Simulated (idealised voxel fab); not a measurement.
Herein follows the process module entitled voxel ribs on slabs.
Square cell edge 5 nm, section width 270 nm, ID cut.
Cross-section, as written here: a square-cell grid given band by band from the top down, where a band holds one or more rows of cells.
For a band, the entry starts with two heights in nm, that of the top and then that of the bottom, and carries on with the band's materials in order from left to right, each alongside its width in nm; the word "all across" beside a single material means it fills the band edge to edge, and "blank" means empty space.
Note: height 0 marks the level under which the wafer is uniformly one material as received. Lowest band unbounded below, written "0..down".
The expression "30->40" gives the width at the extremes of the band, the first number at its top row of cells and the second at its bottom row, with the width changing by equal amounts from each row to the next in between.
It should be understood that the words "nothing was modified", when stated for a given step, signify that the cross-section underwent no change in any of its cells during that step.
Closed void list: empty space of 8 cells or more with no open way to the top, each as width x height at its distance from the left edge, in nm
What comes after the settings on a step's line is commentary from the simulator itself on that step.
"overlay nm" denotes, for a step that has a mask, the displacement of the mask to the right of its planned place, with negative values corresponding to the left.

# The process steps that were planned are listed below
1. RECEIVE: material Si
2. DIRECTIONAL_DEP: material SiO2, thk nm 30
3. DIRECTIONAL_DEP: material polySi, thk nm 20
4. PATTERN: tone cover, mask id RIB, material resist, width nm 20, thk nm 15, overlay nm 0
5. DIRECTIONAL_ETCH: etch materials polySi, depth nm 5
6. STRIP: etch materials resist
7. DIRECTIONAL_DEP: material aC, thk nm 15
8. PATTERN: tone cover, mask id SLAB, material resist, width nm 50, thk nm 35, overlay nm 0
9. DIRECTIONAL_ETCH: etch materials aC, depth nm 15
10. STRIP: etch materials resist
11. DIRECTIONAL_ETCH: etch materials polySi, depth nm 15
12. STRIP: etch materials aC
13. FILL_DEP: material SiO2, thk nm 25
14. CMP: height nm 65
15. DIRECTIONAL_DEP: material TiN, thk nm 5
16. PATTERN: tone cover, mask id HEATER, material resist, width nm 30, thk nm 15, overlay nm 0
17. DIRECTIONAL_ETCH: etch materials TiN, depth nm 5
18. STRIP: etch materials resist
19. CONFORMAL_DEP: material SiO2, thk nm 10

# Cross-sectional view of the wafer in its as-received condition, corresponding to the state after step 1
* 0..down: Si all across
* Closed void list: none

# Post-module cross-section of the first of two wafers (run per plan)
* 80..75: blank 110 nm  SiO2 50 nm  blank 110 nm
* 75..70: SiO2 all across
* 70..65: SiO2 120 nm  TiN 30 nm  SiO2 120 nm
* 65..50: SiO2 all across
* 50..45: SiO2 125 nm  polySi 20 nm  SiO2 125 nm
* 45..30: SiO2 110 nm  polySi 50 nm  SiO2 110 nm
* 30..0: SiO2 all across
* 0..down: Si all across
* Closed void list: none

# Cross-section, wafer two of two, end of module: same start and plan as wafer one, one error in execution
* 80..75: blank 110 nm  SiO2 50 nm  blank 110 nm
* 75..70: SiO2 all across
* 70..65: SiO2 120 nm  TiN 30 nm  SiO2 120 nm
* 65..45: SiO2 all across
* 45..35: SiO2 110 nm  polySi 15 nm  SiO2 20 nm  polySi 15 nm  SiO2 110 nm
* 35..30: SiO2 110 nm  polySi 50 nm  SiO2 110 nm
* 30..0: SiO2 all across
* 0..down: Si all across
* Closed void list: none
Here's what went sideways: steps 6 and 7 got flipped, so each one ran where the other should have
Final tally in cells, some materials are higher or lower on the second wafer than on the first: 12 more of SiO2, 12 fewer of polySi
